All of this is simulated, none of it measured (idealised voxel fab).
A process module follows: voxel wiring stack.
Square cell edge 5 nm, section width 280 nm, ID cut.
A cross-section is written here as square cells arranged in a grid, and it is given in bands from the top down, each band taking up one or more rows of cells. Look at the band entry: it leads with the top's height and the bottom's height in nm. Then it lists the materials left to right, with a width in nm for each. The word "full width" on a single material says that material fills the band edge to edge. The word "blank" is empty space. Heights are expressed relative to 0, this being the level below which the as-received wafer comprises one material exclusively. The lowest band is unbounded in the downward direction and is denoted as in "from 0 down". When a width is written as two numbers, as in "30..40", the first number is the width in the top row of cells of the band and the second is the width in its bottom row, and the width changes by the same amount from each row to the next. Step note "nothing altered" = no cross-section cell changed. This entry, "Enclosed internal voids", enumerates those empty regions of no fewer than 8 cells that possess no open connection to the top. Each region is reported in the form width x height at distance, the distance being taken from the left edge, with all three quantities expressed in nm. Anything after a step's settings on that line? It's the simulator's own note about the step. The optional step-line setting "overlay nm" applies to steps with a mask and quantifies how far to the right of its planned location the mask lay, a negative value indicating leftward placement.
### The process steps that were planned are listed below
1,RECEIVE [material Si]
2,CONFORMAL_DEP [material SiO2] [thk nm 10]
3,DIRECTIONAL_DEP [material TiN] [thk nm 5]
4,DIRECTIONAL_DEP [material W] [thk nm 15]
5,MASKED_ETCH [tone cover] [mask id METAL_1] [width nm 25] [pitch nm 40] [etch materials W] [depth nm 15] [overlay nm 0]
6,MASKED_ETCH [tone cover] [mask id METAL_1] [width nm 25] [pitch nm 40] [etch materials TiN] [depth nm 5] [overlay nm 0]
7,CONFORMAL_DEP [material SiCN] [thk nm 5]
8,FILL_DEP [material SiO2] [thk nm 5]
9,CMP [height nm 30]
10,CONFORMAL_DEP [material SiCN] [thk nm 5]
11,DIRECTIONAL_DEP [material SiO2] [thk nm 20]
12,DIRECTIONAL_DEP [material aC] [thk nm 15]
13,PATTERN [tone open] [mask id PLUG_1] [material resist] [width nm 15] [pitch nm 40] [thk nm 35] [overlay nm 0]
14,DIRECTIONAL_ETCH [etch materials aC] [depth nm 15]
15,STRIP [etch materials resist]
16,DIRECTIONAL_ETCH [etch materials SiO2] [depth nm 20]
17,DIRECTIONAL_ETCH [etch materials SiCN] [depth nm 5]
18,STRIP [etch materials aC]
19,CONFORMAL_DEP [material TiN] [thk nm 5]
20,FILL_DEP [material Cu] [thk nm 5]
21,CMP [height nm 55]
22,DIRECTIONAL_DEP [material TiN] [thk nm 5]
23,DIRECTIONAL_DEP [material W] [thk nm 15]
24,DIRECTIONAL_DEP [material aC] [thk nm 15]
25,PATTERN [tone cover] [mask id METAL_2] [material resist] [width nm 25] [pitch nm 40] [thk nm 35] [overlay nm 0]
26,DIRECTIONAL_ETCH [etch materials aC] [depth nm 15]
27,STRIP [etch materials resist]
28,DIRECTIONAL_ETCH [etch materials W] [depth nm 15]
29,DIRECTIONAL_ETCH [etch materials TiN] [depth nm 5]
30,STRIP [etch materials aC]
31,CONFORMAL_DEP [material SiN] [thk nm 5]
32,FILL_DEP [material SiO2] [thk nm 5]
33,CMP [height nm 75]
34,CONFORMAL_DEP [material SiCN] [thk nm 5]
35,DIRECTIONAL_DEP [material lowk] [thk nm 30]
36,MASKED_ETCH [tone open] [mask id METAL_3] [width nm 25] [pitch nm 40] [etch materials lowk] [depth nm 20] [overlay nm 0]
37,DIRECTIONAL_DEP [material aC] [thk nm 15]
38,PATTERN [tone open] [mask id METAL_3_HOLES] [material resist] [width nm 15] [pitch nm 40] [thk nm 35] [overlay nm 0]
39,DIRECTIONAL_ETCH [etch materials aC] [depth nm 15]
40,STRIP [etch materials resist]
41,DIRECTIONAL_ETCH [etch materials lowk] [depth nm 10]
42,DIRECTIONAL_ETCH [etch materials SiCN] [depth nm 5]
43,STRIP [etch materials aC]
44,CONFORMAL_DEP [material TiN] [thk nm 5]
45,FILL_DEP [material Cu] [thk nm 10]
46,CMP [height nm 110]
47,CONFORMAL_DEP [material SiCN] [thk nm 5]
48,DIRECTIONAL_DEP [material SiO2] [thk nm 15]
49,DIRECTIONAL_DEP [material aC] [thk nm 15]
50,PATTERN [tone open] [mask id PLUG_3] [material resist] [width nm 15] [thk nm 30] [overlay nm 0]
51,DIRECTIONAL_ETCH [etch materials aC] [depth nm 15]
52,STRIP [etch materials resist]
53,DIRECTIONAL_ETCH [etch materials SiO2] [depth nm 15]
54,DIRECTIONAL_ETCH [etch materials SiCN] [depth nm 5]
55,STRIP [etch materials aC]
56,CONFORMAL_DEP [material TiN] [thk nm 5]
57,FILL_DEP [material Ru] [thk nm 5]
58,CMP [height nm 130]
59,DIRECTIONAL_DEP [material TiN] [thk nm 5]
60,DIRECTIONAL_DEP [material Ru] [thk nm 25]
61,DIRECTIONAL_DEP [material aC] [thk nm 10]
62,PATTERN [tone cover] [mask id METAL_4] [material resist] [width nm 25] [pitch nm 40] [thk nm 25] [overlay nm 0]
63,DIRECTIONAL_ETCH [etch materials aC] [depth nm 10]
64,STRIP [etch materials resist]
65,DIRECTIONAL_ETCH [etch materials Ru] [depth nm 25]
66,DIRECTIONAL_ETCH [etch materials TiN] [depth nm 5]
67,STRIP [etch materials aC]
68,CONFORMAL_DEP [material SiN] [thk nm 5]
69,FILL_DEP [material lowk] [thk nm 10]
70,CMP [height nm 160]
71,CONFORMAL_DEP [material SiCN] [thk nm 5]
### So, the first of our two wafers, run just as we planned it
### Received-state cross-section, reflecting completion of step 1
- from 0 down | Si full width
- Enclosed internal voids: none
### State of the wafer after step 2, shown in cross-section
- from 10 to 0 | SiO2 full width
- Below a height of 0, the structure has not been altered.
### State of the wafer after step 3, shown in cross-section
- from 15 to 10 | TiN full width
- Below a height of 10, the structure has not been altered.
### State of the wafer after step 4, shown in cross-section
- from 30 to 15 | W full width
- Below a height of 15, the structure has not been altered.
### State of the wafer after step 5, shown in cross-section
- from 30 to 15 | 105 of blank, 25 of W, 15 of blank, 25 of W, 110 of blank
- Below a height of 15, the structure has not been altered.
### State of the wafer after step 6, shown in cross-section
- from 30 to 15 | 105 of blank, 25 of W, 15 of blank, 25 of W, 110 of blank
- from 15 to 10 | 105 of blank, 25 of TiN, 15 of blank, 25 of TiN, 110 of blank
- Below a height of 10, the structure has not been altered.
### State of the wafer after step 7, shown in cross-section
- from 35 to 30 | 100 of blank, 35 of SiCN, 5 of blank, 35 of SiCN, 105 of blank
- from 30 to 15 | 100 of blank, 5 of SiCN, 25 of W, 5 of SiCN, 5 of blank, 5 of SiCN, 25 of W, 5 of SiCN, 105 of blank
- from 15 to 10 | 105 of SiCN, 25 of TiN, 15 of SiCN, 25 of TiN, 110 of SiCN
- Below a height of 10, the structure has not been altered.
### State of the wafer after step 8, shown in cross-section
- from 40 to 35 | SiO2 full width
- from 35 to 30 | 100 of SiO2, 35 of SiCN, 5 of SiO2, 35 of SiCN, 105 of SiO2
- from 30 to 15 | 100 of SiO2, 5 of SiCN, 25 of W, 5 of SiCN, 5 of SiO2, 5 of SiCN, 25 of W, 5 of SiCN, 105 of SiO2
- Below a height of 15, the structure has not been altered.
### State of the wafer after step 9, shown in cross-section
- from 30 to 15 | 100 of SiO2, 5 of SiCN, 25 of W, 5 of SiCN, 5 of SiO2, 5 of SiCN, 25 of W, 5 of SiCN, 105 of SiO2
- Below a height of 15, the structure has not been altered.
### State of the wafer after step 10, shown in cross-section
- from 35 to 30 | SiCN full width
- Below a height of 30, the structure has not been altered.
### State of the wafer after step 11, shown in cross-section
- from 55 to 35 | SiO2 full width
- Below a height of 35, the structure has not been altered.
### State of the wafer after step 12, shown in cross-section
- from 70 to 55 | aC full width
- Below a height of 55, the structure has not been altered.
### State of the wafer after step 13, shown in cross-section
- from 105 to 70 | 105 of resist, 15 of blank, 25 of resist, 15 of blank, 120 of resist
- Below a height of 70, the structure has not been altered.
### State of the wafer after step 14, shown in cross-section
- from 90 to 70 | 105 of resist, 15 of blank, 25 of resist, 15 of blank, 120 of resist
- from 70 to 55 | 105 of aC, 15 of blank, 25 of aC, 15 of blank, 120 of aC
- Below a height of 55, the structure has not been altered.
### State of the wafer after step 15, shown in cross-section
- from 70 to 55 | 105 of aC, 15 of blank, 25 of aC, 15 of blank, 120 of aC
- Below a height of 55, the structure has not been altered.
### State of the wafer after step 16, shown in cross-section
- from 70 to 55 | 105 of aC, 15 of blank, 25 of aC, 15 of blank, 120 of aC
- from 55 to 35 | 105 of SiO2, 15 of blank, 25 of SiO2, 15 of blank, 120 of SiO2
- Below a height of 35, the structure has not been altered.
### State of the wafer after step 17, shown in cross-section
- from 70 to 55 | 105 of aC, 15 of blank, 25 of aC, 15 of blank, 120 of aC
- from 55 to 35 | 105 of SiO2, 15 of blank, 25 of SiO2, 15 of blank, 120 of SiO2
- from 35 to 30 | 105 of SiCN, 15 of blank, 25 of SiCN, 15 of blank, 120 of SiCN
- Below a height of 30, the structure has not been altered.
### State of the wafer after step 18, shown in cross-section
- from 55 to 35 | 105 of SiO2, 15 of blank, 25 of SiO2, 15 of blank, 120 of SiO2
- Below a height of 35, the structure has not been altered.
### State of the wafer after step 19, shown in cross-section
- from 60 to 55 | 110 of TiN, 5 of blank, 35 of TiN, 5 of blank, 125 of TiN
- from 55 to 35 | 105 of SiO2, 5 of TiN, 5 of blank, 5 of TiN, 25 of SiO2, 5 of TiN, 5 of blank, 5 of TiN, 120 of SiO2
- from 35 to 30 | 105 of SiCN, 15 of TiN, 25 of SiCN, 15 of TiN, 120 of SiCN
- Below a height of 30, the structure has not been altered.
### State of the wafer after step 20, shown in cross-section
- from 65 to 60 | Cu full width
- from 60 to 55 | 110 of TiN, 5 of Cu, 35 of TiN, 5 of Cu, 125 of TiN
- from 55 to 35 | 105 of SiO2, 5 of TiN, 5 of Cu, 5 of TiN, 25 of SiO2, 5 of TiN, 5 of Cu, 5 of TiN, 120 of SiO2
- Below a height of 35, the structure has not been altered.
### State of the wafer after step 21, shown in cross-section
- from 55 to 35 | 105 of SiO2, 5 of TiN, 5 of Cu, 5 of TiN, 25 of SiO2, 5 of TiN, 5 of Cu, 5 of TiN, 120 of SiO2
- Below a height of 35, the structure has not been altered.
### State of the wafer after step 22, shown in cross-section
- from 60 to 55 | TiN full width
- Below a height of 55, the structure has not been altered.
### State of the wafer after step 23, shown in cross-section
- from 75 to 60 | W full width
- Below a height of 60, the structure has not been altered.
### State of the wafer after step 24, shown in cross-section
- from 90 to 75 | aC full width
- Below a height of 75, the structure has not been altered.
### State of the wafer after step 25, shown in cross-section
- from 125 to 90 | 105 of blank, 25 of resist, 15 of blank, 25 of resist, 110 of blank
- Below a height of 90, the structure has not been altered.
### State of the wafer after step 26, shown in cross-section
- from 110 to 90 | 105 of blank, 25 of resist, 15 of blank, 25 of resist, 110 of blank
- from 90 to 75 | 105 of blank, 25 of aC, 15 of blank, 25 of aC, 110 of blank
- Below a height of 75, the structure has not been altered.
### State of the wafer after step 27, shown in cross-section
- from 90 to 75 | 105 of blank, 25 of aC, 15 of blank, 25 of aC, 110 of blank
- Below a height of 75, the structure has not been altered.
### State of the wafer after step 28, shown in cross-section
- from 90 to 75 | 105 of blank, 25 of aC, 15 of blank, 25 of aC, 110 of blank
- from 75 to 60 | 105 of blank, 25 of W, 15 of blank, 25 of W, 110 of blank
- Below a height of 60, the structure has not been altered.
### State of the wafer after step 29, shown in cross-section
- from 90 to 75 | 105 of blank, 25 of aC, 15 of blank, 25 of aC, 110 of blank
- from 75 to 60 | 105 of blank, 25 of W, 15 of blank, 25 of W, 110 of blank
- from 60 to 55 | 105 of blank, 25 of TiN, 15 of blank, 25 of TiN, 110 of blank
- Below a height of 55, the structure has not been altered.
### State of the wafer after step 30, shown in cross-section
- from 75 to 60 | 105 of blank, 25 of W, 15 of blank, 25 of W, 110 of blank
- Below a height of 60, the structure has not been altered.
### State of the wafer after step 31, shown in cross-section
- from 80 to 75 | 100 of blank, 35 of SiN, 5 of blank, 35 of SiN, 105 of blank
- from 75 to 60 | 100 of blank, 5 of SiN, 25 of W, 5 of SiN, 5 of blank, 5 of SiN, 25 of W, 5 of SiN, 105 of blank
- from 60 to 55 | 105 of SiN, 25 of TiN, 15 of SiN, 25 of TiN, 110 of SiN
- Below a height of 55, the structure has not been altered.
### State of the wafer after step 32, shown in cross-section
- from 85 to 80 | SiO2 full width
- from 80 to 75 | 100 of SiO2, 35 of SiN, 5 of SiO2, 35 of SiN, 105 of SiO2
- from 75 to 60 | 100 of SiO2, 5 of SiN, 25 of W, 5 of SiN, 5 of SiO2, 5 of SiN, 25 of W, 5 of SiN, 105 of SiO2
- Below a height of 60, the structure has not been altered.
### State of the wafer after step 33, shown in cross-section
- from 75 to 60 | 100 of SiO2, 5 of SiN, 25 of W, 5 of SiN, 5 of SiO2, 5 of SiN, 25 of W, 5 of SiN, 105 of SiO2
- Below a height of 60, the structure has not been altered.
### State of the wafer after step 34, shown in cross-section
- from 80 to 75 | SiCN full width
- Below a height of 75, the structure has not been altered.
### State of the wafer after step 35, shown in cross-section
- from 110 to 80 | lowk full width
- Below a height of 80, the structure has not been altered.
### State of the wafer after step 36, shown in cross-section
- from 110 to 90 | 105 of lowk, 25 of blank, 15 of lowk, 25 of blank, 110 of lowk
- Below a height of 90, the structure has not been altered.
### State of the wafer after step 37, shown in cross-section
- from 125 to 110 | 105 of aC, 25 of blank, 15 of aC, 25 of blank, 110 of aC
- from 110 to 105 | 105 of lowk, 25 of blank, 15 of lowk, 25 of blank, 110 of lowk
- from 105 to 90 | 105 of lowk, 25 of aC, 15 of lowk, 25 of aC, 110 of lowk
- Below a height of 90, the structure has not been altered.
### State of the wafer after step 38, shown in cross-section
- from 160 to 125 | 105 of resist, 15 of blank, 25 of resist, 15 of blank, 120 of resist
- from 125 to 110 | 105 of aC, 15 of blank, 10 of resist, 15 of aC, 15 of blank, 10 of resist, 110 of aC
- from 110 to 105 | 105 of lowk, 15 of blank, 10 of resist, 15 of lowk, 15 of blank, 10 of resist, 110 of lowk
- Below a height of 105, the structure has not been altered.
### State of the wafer after step 39, shown in cross-section
- from 145 to 125 | 105 of resist, 15 of blank, 25 of resist, 15 of blank, 120 of resist
- from 125 to 110 | 105 of aC, 15 of blank, 10 of resist, 15 of aC, 15 of blank, 10 of resist, 110 of aC
- from 110 to 105 | 105 of lowk, 15 of blank, 10 of resist, 15 of lowk, 15 of blank, 10 of resist, 110 of lowk
- from 105 to 90 | 105 of lowk, 15 of blank, 10 of aC, 15 of lowk, 15 of blank, 10 of aC, 110 of lowk
- Below a height of 90, the structure has not been altered.
### State of the wafer after step 40, shown in cross-section
- from 125 to 110 | 105 of aC, 25 of blank, 15 of aC, 25 of blank, 110 of aC
- from 110 to 105 | 105 of lowk, 25 of blank, 15 of lowk, 25 of blank, 110 of lowk
- Below a height of 105, the structure has not been altered.
### State of the wafer after step 41, shown in cross-section
- from 125 to 110 | 105 of aC, 25 of blank, 15 of aC, 25 of blank, 110 of aC
- from 110 to 105 | 105 of lowk, 25 of blank, 15 of lowk, 25 of blank, 110 of lowk
- from 105 to 90 | 105 of lowk, 15 of blank, 10 of aC, 15 of lowk, 15 of blank, 10 of aC, 110 of lowk
- from 90 to 80 | 105 of lowk, 15 of blank, 25 of lowk, 15 of blank, 120 of lowk
- Below a height of 80, the structure has not been altered.
### State of the wafer after step 42, shown in cross-section
- from 125 to 110 | 105 of aC, 25 of blank, 15 of aC, 25 of blank, 110 of aC
- from 110 to 105 | 105 of lowk, 25 of blank, 15 of lowk, 25 of blank, 110 of lowk
- from 105 to 90 | 105 of lowk, 15 of blank, 10 of aC, 15 of lowk, 15 of blank, 10 of aC, 110 of lowk
- from 90 to 80 | 105 of lowk, 15 of blank, 25 of lowk, 15 of blank, 120 of lowk
- from 80 to 75 | 105 of SiCN, 15 of blank, 25 of SiCN, 15 of blank, 120 of SiCN
- Below a height of 75, the structure has not been altered.
### State of the wafer after step 43, shown in cross-section
- from 110 to 90 | 105 of lowk, 25 of blank, 15 of lowk, 25 of blank, 110 of lowk
- Below a height of 90, the structure has not been altered.
### State of the wafer after step 44, shown in cross-section
- from 115 to 110 | 110 of TiN, 15 of blank, 25 of TiN, 15 of blank, 115 of TiN
- from 110 to 95 | 105 of lowk, 5 of TiN, 15 of blank, 5 of TiN, 15 of lowk, 5 of TiN, 15 of blank, 5 of TiN, 110 of lowk
- from 95 to 90 | 105 of lowk, 5 of TiN, 5 of blank, 15 of TiN, 15 of lowk, 5 of TiN, 5 of blank, 15 of TiN, 110 of lowk
- from 90 to 80 | 105 of lowk, 5 of TiN, 5 of blank, 5 of TiN, 25 of lowk, 5 of TiN, 5 of blank, 5 of TiN, 120 of lowk
- from 80 to 75 | 105 of SiCN, 15 of TiN, 25 of SiCN, 15 of TiN, 120 of SiCN
- Below a height of 75, the structure has not been altered.
### State of the wafer after step 45, shown in cross-section
- from 125 to 115 | Cu full width
- from 115 to 110 | 110 of TiN, 15 of Cu, 25 of TiN, 15 of Cu, 115 of TiN
- from 110 to 95 | 105 of lowk, 5 of TiN, 15 of Cu, 5 of TiN, 15 of lowk, 5 of TiN, 15 of Cu, 5 of TiN, 110 of lowk
- from 95 to 90 | 105 of lowk, 5 of TiN, 5 of Cu, 15 of TiN, 15 of lowk, 5 of TiN, 5 of Cu, 15 of TiN, 110 of lowk
- from 90 to 80 | 105 of lowk, 5 of TiN, 5 of Cu, 5 of TiN, 25 of lowk, 5 of TiN, 5 of Cu, 5 of TiN, 120 of lowk
- Below a height of 80, the structure has not been altered.
### State of the wafer after step 46, shown in cross-section
- from 110 to 95 | 105 of lowk, 5 of TiN, 15 of Cu, 5 of TiN, 15 of lowk, 5 of TiN, 15 of Cu, 5 of TiN, 110 of lowk
- Below a height of 95, the structure has not been altered.
### State of the wafer after step 47, shown in cross-section
- from 115 to 110 | SiCN full width
- Below a height of 110, the structure has not been altered.
### State of the wafer after step 48, shown in cross-section
- from 130 to 115 | SiO2 full width
- Below a height of 115, the structure has not been altered.
### State of the wafer after step 49, shown in cross-section
- from 145 to 130 | aC full width
- Below a height of 130, the structure has not been altered.
### State of the wafer after step 50, shown in cross-section
- from 175 to 145 | 105 of resist, 15 of blank, 160 of resist
- Below a height of 145, the structure has not been altered.
### State of the wafer after step 51, shown in cross-section
- from 160 to 145 | 105 of resist, 15 of blank, 160 of resist
- from 145 to 130 | 105 of aC, 15 of blank, 160 of aC
- Below a height of 130, the structure has not been altered.
### State of the wafer after step 52, shown in cross-section
- from 145 to 130 | 105 of aC, 15 of blank, 160 of aC
- Below a height of 130, the structure has not been altered.
### State of the wafer after step 53, shown in cross-section
- from 145 to 130 | 105 of aC, 15 of blank, 160 of aC
- from 130 to 115 | 105 of SiO2, 15 of blank, 160 of SiO2
- Below a height of 115, the structure has not been altered.
### State of the wafer after step 54, shown in cross-section
- from 145 to 130 | 105 of aC, 15 of blank, 160 of aC
- from 130 to 115 | 105 of SiO2, 15 of blank, 160 of SiO2
- from 115 to 110 | 105 of SiCN, 15 of blank, 160 of SiCN
- Below a height of 110, the structure has not been altered.
### State of the wafer after step 55, shown in cross-section
- from 130 to 115 | 105 of SiO2, 15 of blank, 160 of SiO2
- Below a height of 115, the structure has not been altered.
### State of the wafer after step 56, shown in cross-section
- from 135 to 130 | 110 of TiN, 5 of blank, 165 of TiN
- from 130 to 115 | 105 of SiO2, 5 of TiN, 5 of blank, 5 of TiN, 160 of SiO2
- from 115 to 110 | 105 of SiCN, 15 of TiN, 160 of SiCN
- Below a height of 110, the structure has not been altered.
### State of the wafer after step 57, shown in cross-section
- from 140 to 135 | Ru full width
- from 135 to 130 | 110 of TiN, 5 of Ru, 165 of TiN
- from 130 to 115 | 105 of SiO2, 5 of TiN, 5 of Ru, 5 of TiN, 160 of SiO2
- Below a height of 115, the structure has not been altered.
### State of the wafer after step 58, shown in cross-section
- from 130 to 115 | 105 of SiO2, 5 of TiN, 5 of Ru, 5 of TiN, 160 of SiO2
- Below a height of 115, the structure has not been altered.
### State of the wafer after step 59, shown in cross-section
- from 135 to 130 | TiN full width
- Below a height of 130, the structure has not been altered.
### State of the wafer after step 60, shown in cross-section
- from 160 to 135 | Ru full width
- Below a height of 135, the structure has not been altered.
### State of the wafer after step 61, shown in cross-section
- from 170 to 160 | aC full width
- Below a height of 160, the structure has not been altered.
### State of the wafer after step 62, shown in cross-section
- from 195 to 170 | 105 of blank, 25 of resist, 15 of blank, 25 of resist, 110 of blank
- Below a height of 170, the structure has not been altered.
### State of the wafer after step 63, shown in cross-section
- from 185 to 170 | 105 of blank, 25 of resist, 15 of blank, 25 of resist, 110 of blank
- from 170 to 160 | 105 of blank, 25 of aC, 15 of blank, 25 of aC, 110 of blank
- Below a height of 160, the structure has not been altered.
### State of the wafer after step 64, shown in cross-section
- from 170 to 160 | 105 of blank, 25 of aC, 15 of blank, 25 of aC, 110 of blank
- Below a height of 160, the structure has not been altered.
### State of the wafer after step 65, shown in cross-section
- from 170 to 160 | 105 of blank, 25 of aC, 15 of blank, 25 of aC, 110 of blank
- from 160 to 135 | 105 of blank, 25 of Ru, 15 of blank, 25 of Ru, 110 of blank
- Below a height of 135, the structure has not been altered.
### State of the wafer after step 66, shown in cross-section
- from 170 to 160 | 105 of blank, 25 of aC, 15 of blank, 25 of aC, 110 of blank
- from 160 to 135 | 105 of blank, 25 of Ru, 15 of blank, 25 of Ru, 110 of blank
- from 135 to 130 | 105 of blank, 25 of TiN, 15 of blank, 25 of TiN, 110 of blank
- Below a height of 130, the structure has not been altered.
### State of the wafer after step 67, shown in cross-section
- from 160 to 135 | 105 of blank, 25 of Ru, 15 of blank, 25 of Ru, 110 of blank
- Below a height of 135, the structure has not been altered.
### State of the wafer after step 68, shown in cross-section
- from 165 to 160 | 100 of blank, 35 of SiN, 5 of blank, 35 of SiN, 105 of blank
- from 160 to 135 | 100 of blank, 5 of SiN, 25 of Ru, 5 of SiN, 5 of blank, 5 of SiN, 25 of Ru, 5 of SiN, 105 of blank
- from 135 to 130 | 105 of SiN, 25 of TiN, 15 of SiN, 25 of TiN, 110 of SiN
- Below a height of 130, the structure has not been altered.
### State of the wafer after step 69, shown in cross-section
- from 175 to 165 | lowk full width
- from 165 to 160 | 100 of lowk, 35 of SiN, 5 of lowk, 35 of SiN, 105 of lowk
- from 160 to 135 | 100 of lowk, 5 of SiN, 25 of Ru, 5 of SiN, 5 of lowk, 5 of SiN, 25 of Ru, 5 of SiN, 105 of lowk
- Below a height of 135, the structure has not been altered.
### State of the wafer after step 70, shown in cross-section
- from 160 to 135 | 100 of lowk, 5 of SiN, 25 of Ru, 5 of SiN, 5 of lowk, 5 of SiN, 25 of Ru, 5 of SiN, 105 of lowk
- Below a height of 135, the structure has not been altered.
### State of the wafer after step 71, shown in cross-section
- from 165 to 160 | SiCN full width
- Below a height of 160, the structure has not been altered.
### Wafer two: like wafer one in start and plan, but with one mistake in execution; identical up to and including step 45
Second wafer, cross-section, planned end of step 46: nothing altered
### Second wafer, cross-section, planned end of step 47
- from 130 to 125 | SiCN full width
- Below a height of 125, the structure has not been altered.
### Second wafer, cross-section, planned end of step 48
- from 145 to 130 | SiO2 full width
- Below a height of 130, the structure has not been altered.
### Second wafer, cross-section, planned end of step 49
- from 160 to 145 | aC full width
- Below a height of 145, the structure has not been altered.
### Second wafer, cross-section, planned end of step 50
- from 190 to 160 | 105 of resist, 15 of blank, 160 of resist
- Below a height of 160, the structure has not been altered.
### Second wafer, cross-section, planned end of step 51
- from 175 to 160 | 105 of resist, 15 of blank, 160 of resist
- from 160 to 145 | 105 of aC, 15 of blank, 160 of aC
- Below a height of 145, the structure has not been altered.
### Second wafer, cross-section, planned end of step 52
- from 160 to 145 | 105 of aC, 15 of blank, 160 of aC
- Below a height of 145, the structure has not been altered.
### Second wafer, cross-section, planned end of step 53
- from 160 to 145 | 105 of aC, 15 of blank, 160 of aC
- from 145 to 130 | 105 of SiO2, 15 of blank, 160 of SiO2
- Below a height of 130, the structure has not been altered.
### Second wafer, cross-section, planned end of step 54
- from 160 to 145 | 105 of aC, 15 of blank, 160 of aC
- from 145 to 130 | 105 of SiO2, 15 of blank, 160 of SiO2
- from 130 to 125 | 105 of SiCN, 15 of blank, 160 of SiCN
- Below a height of 125, the structure has not been altered.
### Second wafer, cross-section, planned end of step 55
- from 145 to 130 | 105 of SiO2, 15 of blank, 160 of SiO2
- Below a height of 130, the structure has not been altered.
### Second wafer, cross-section, planned end of step 56
- from 150 to 145 | 110 of TiN, 5 of blank, 165 of TiN
- from 145 to 130 | 105 of SiO2, 5 of TiN, 5 of blank, 5 of TiN, 160 of SiO2
- from 130 to 125 | 105 of SiCN, 15 of TiN, 160 of SiCN
- Below a height of 125, the structure has not been altered.
### Second wafer, cross-section, planned end of step 57
- from 155 to 150 | Ru full width
- from 150 to 145 | 110 of TiN, 5 of Ru, 165 of TiN
- from 145 to 130 | 105 of SiO2, 5 of TiN, 5 of Ru, 5 of TiN, 160 of SiO2
- Below a height of 130, the structure has not been altered.
### Second wafer, cross-section, planned end of step 58
- from 130 to 125 | 105 of SiCN, 15 of TiN, 160 of SiCN
- Below a height of 125, the structure has not been altered.
### Second wafer, cross-section, planned end of step 59
- from 135 to 130 | TiN full width
- Below a height of 130, the structure has not been altered.
### Second wafer, cross-section, planned end of step 60
- from 160 to 135 | Ru full width
- Below a height of 135, the structure has not been altered.
### Second wafer, cross-section, planned end of step 61
- from 170 to 160 | aC full width
- Below a height of 160, the structure has not been altered.
### Second wafer, cross-section, planned end of step 62
- from 195 to 170 | 105 of blank, 25 of resist, 15 of blank, 25 of resist, 110 of blank
- Below a height of 170, the structure has not been altered.
### Second wafer, cross-section, planned end of step 63
- from 185 to 170 | 105 of blank, 25 of resist, 15 of blank, 25 of resist, 110 of blank
- from 170 to 160 | 105 of blank, 25 of aC, 15 of blank, 25 of aC, 110 of blank
- Below a height of 160, the structure has not been altered.
### Second wafer, cross-section, planned end of step 64
- from 170 to 160 | 105 of blank, 25 of aC, 15 of blank, 25 of aC, 110 of blank
- Below a height of 160, the structure has not been altered.
### Second wafer, cross-section, planned end of step 65
- from 170 to 160 | 105 of blank, 25 of aC, 15 of blank, 25 of aC, 110 of blank
- from 160 to 135 | 105 of blank, 25 of Ru, 15 of blank, 25 of Ru, 110 of blank
- Below a height of 135, the structure has not been altered.
### Second wafer, cross-section, planned end of step 66
- from 170 to 160 | 105 of blank, 25 of aC, 15 of blank, 25 of aC, 110 of blank
- from 160 to 135 | 105 of blank, 25 of Ru, 15 of blank, 25 of Ru, 110 of blank
- from 135 to 130 | 105 of blank, 25 of TiN, 15 of blank, 25 of TiN, 110 of blank
- Below a height of 130, the structure has not been altered.
### Second wafer, cross-section, planned end of step 67
- from 160 to 135 | 105 of blank, 25 of Ru, 15 of blank, 25 of Ru, 110 of blank
- Below a height of 135, the structure has not been altered.
### Second wafer, cross-section, planned end of step 68
- from 165 to 160 | 100 of blank, 35 of SiN, 5 of blank, 35 of SiN, 105 of blank
- from 160 to 135 | 100 of blank, 5 of SiN, 25 of Ru, 5 of SiN, 5 of blank, 5 of SiN, 25 of Ru, 5 of SiN, 105 of blank
- from 135 to 130 | 105 of SiN, 25 of TiN, 15 of SiN, 25 of TiN, 110 of SiN
- Below a height of 130, the structure has not been altered.
### Second wafer, cross-section, planned end of step 69
- from 175 to 165 | lowk full width
- from 165 to 160 | 100 of lowk, 35 of SiN, 5 of lowk, 35 of SiN, 105 of lowk
- from 160 to 135 | 100 of lowk, 5 of SiN, 25 of Ru, 5 of SiN, 5 of lowk, 5 of SiN, 25 of Ru, 5 of SiN, 105 of lowk
- Below a height of 135, the structure has not been altered.
### Second wafer, cross-section, planned end of step 70
- from 160 to 135 | 100 of lowk, 5 of SiN, 25 of Ru, 5 of SiN, 5 of lowk, 5 of SiN, 25 of Ru, 5 of SiN, 105 of lowk
- Below a height of 135, the structure has not been altered.
### Second wafer, cross-section, planned end of step 71
- from 165 to 160 | SiCN full width
- Below a height of 160, the structure has not been altered.
Which mistake was made when the wafer was run? step 46 of the plan: omitted, not performed
Looking at both finished wafers in cells, the second ends up ahead of or behind the first on some materials: 118 more of Cu; 3 fewer of Ru; 159 fewer of SiO2; 44 more of TiN
